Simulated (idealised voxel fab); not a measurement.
Title: Process Module voxel local oxidation
The cross-section shown here is cut; it is 255 nm wide and divided into square cells measuring 5 nm on a side.
A cross-section is written here as square cells arranged in a grid, and it is given in bands from the top down, each band taking up one or more rows of cells. This entry defines a band. It first specifies the height of the band's top and the height of its bottom in nm, and then specifies the band's materials from left to right, stating each material with its width in nm. The word "full width" identifies a single material that fills the band from edge to edge, while the word "blank" identifies empty space. The level at which height equals 0 is the one under which the wafer, as it arrives, is entirely one material. No lower edge exists for the bottom band, which continues downward and is notated as in "0 and below". Width spec "30..40" -> top row of cells at first value, bottom row at second value, equal per-row change in between. Step marked "same as before"? Then no cell in the cross-section changed in it. "Closed void register" lists enclosed empty spaces (at least 8 cells, no open path upward to the top), each as width x height at distance from the left edge, in nm. Text after the settings on a step's line: the simulator's own remark on that step. For masked steps, "overlay nm" on the step line gives how far right of plan the mask actually lay; a minus sign means it lay to the left.
-- Steps in the process plan
step 1: RECEIVE: material Si
step 2: CONFORMAL_DEP: material SiO2, thk nm 5
step 3: CONFORMAL_DEP: material SiN, thk nm 15
step 4: PATTERN: tone cover, mask id ACTIVE, material resist, width nm 105, thk nm 15, overlay nm 0
step 5: DIRECTIONAL_ETCH: etch materials SiN, depth nm 15
step 6: STRIP: etch materials resist
step 7: SELECTIVE_ETCH: etch materials SiO2, depth nm 5
step 8: OXIDIZE: depth nm 10
step 9: STRIP: etch materials SiN
-- Received-state cross-section, reflecting completion of step 1
* 0 and below = Si full width
* Closed void register: none
-- First of two wafers, end-of-module section, run followed plan
* 5 down to 0 = blank 80 nm, SiO2 95 nm, blank 80 nm
* 0 down to -10 = SiO2 90 nm, Si 75 nm, SiO2 90 nm
* -10 and below = Si full width
* Closed void register: none
-- Cross-sectional view: second of two wafers, end of module; start and plan identical to the first, one mistake in running
* 5 down to 0 = blank 80 nm, SiO2 95 nm, blank 80 nm
* 0 down to -20 = SiO2 100 nm, Si 55 nm, SiO2 100 nm
* -20 and below = Si full width
* Closed void register: none
Processing error: step 8 was run on a setting that differed from the plan, and what really ran there is OXIDIZE: depth nm 20
It is noted that, at the conclusion of processing, the second wafer exhibits a higher or lower cell count for certain materials relative to the first: 88 fewer of Si, 88 more of SiO2
